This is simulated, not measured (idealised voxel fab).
process module | voxel wiring stack
cross-section cut | 240 nm wide | cells 5 nm
A cross-section is a grid of square cells, given in bands from the top down. A band is one or more rows of cells.
Each band's line starts with the height of the band's top and of its bottom, in nm. Then come its materials from left to right, each with its width in nm. One material with "throughout" fills the band from edge to edge. "air" is empty space.
Height 0 is the level under which the wafer as received is all one material. The lowest band goes on downwards, as in "0 down".
A width such as "30 to 40" changes by the same amount from each row of cells to the next, from the band's top row to its bottom row.
"no change" after a step means that no cell of the cross-section changed.
closed voids: empty space of 8 cells or more with no open way to the top, each as width x height at its distance from the left edge, in nm
after a step's settings: what the simulator itself notes on the step
overlay nm, on a step with a mask: how far to the right of its planned place the mask lay; to the left if negative
plan
1 op RECEIVE | material Si
2 op CONFORMAL_DEP | material SiO2 | thk nm 15
3 op DIRECTIONAL_DEP | material TiN | thk nm 5
4 op DIRECTIONAL_DEP | material W | thk nm 20
5 op DIRECTIONAL_DEP | material aC | thk nm 15
6 op PATTERN | tone cover | mask id METAL_1 | material resist | width nm 20 | pitch nm 40 | thk nm 35 | overlay nm 0
7 op DIRECTIONAL_ETCH | etch materials aC | depth nm 15
8 op STRIP | etch materials resist
9 op DIRECTIONAL_ETCH | etch materials W | depth nm 20
10 op DIRECTIONAL_ETCH | etch materials TiN | depth nm 5
11 op STRIP | etch materials aC
12 op CONFORMAL_DEP | material SiCN | thk nm 5
13 op FILL_DEP | material lowk | thk nm 5
14 op CMP | height nm 40
15 op CONFORMAL_DEP | material SiCN | thk nm 5
16 op DIRECTIONAL_DEP | material lowk | thk nm 20
17 op DIRECTIONAL_DEP | material aC | thk nm 15
18 op PATTERN | tone open | mask id PLUG_1 | material resist | width nm 15 | pitch nm 40 | thk nm 30 | overlay nm 0
19 op DIRECTIONAL_ETCH | etch materials aC | depth nm 15
20 op STRIP | etch materials resist
21 op DIRECTIONAL_ETCH | etch materials lowk | depth nm 20
22 op DIRECTIONAL_ETCH | etch materials SiCN | depth nm 5
23 op STRIP | etch materials aC
24 op EPI | material Ru | thk nm 10
25 op EPI | material Ru | thk nm 10
26 op EPI | material Ru | thk nm 5
27 op DIRECTIONAL_DEP | material TiN | thk nm 5
28 op DIRECTIONAL_DEP | material Ru | thk nm 15
29 op DIRECTIONAL_DEP | material aC | thk nm 10
30 op PATTERN | tone cover | mask id METAL_2 | material resist | width nm 20 | pitch nm 40 | thk nm 30 | overlay nm 0
31 op DIRECTIONAL_ETCH | etch materials aC | depth nm 10
32 op STRIP | etch materials resist
33 op DIRECTIONAL_ETCH | etch materials Ru | depth nm 15
34 op DIRECTIONAL_ETCH | etch materials TiN | depth nm 5
35 op STRIP | etch materials aC
36 op FILL_DEP | material SiO2 | thk nm 10
37 op CMP | height nm 85
38 op CONFORMAL_DEP | material SiN | thk nm 5
as received, after step 1
  0 down: Si throughout
  closed voids: none
a wafer at the end: this start, this plan, one mistake
  90 to 85: SiN throughout
  85 to 65: Ru throughout
  65 to 45: lowk throughout
  45 to 40: SiCN throughout
  40 to 20: lowk 45 | SiCN 5 | W 20 | SiCN 5 | lowk 10 | SiCN 5 | W 20 | SiCN 5 | lowk 10 | SiCN 5 | W 20 | SiCN 5 | lowk 10 | SiCN 5 | W 20 | SiCN 5 | lowk 45
  20 to 15: SiCN 50 | TiN 20 | SiCN 20 | TiN 20 | SiCN 20 | TiN 20 | SiCN 20 | TiN 20 | SiCN 50
  15 to 0: SiO2 throughout
  0 down: Si throughout
  closed voids: none
what went wrong: step 17 ran as: op DIRECTIONAL_DEP | material Ru | thk nm 15
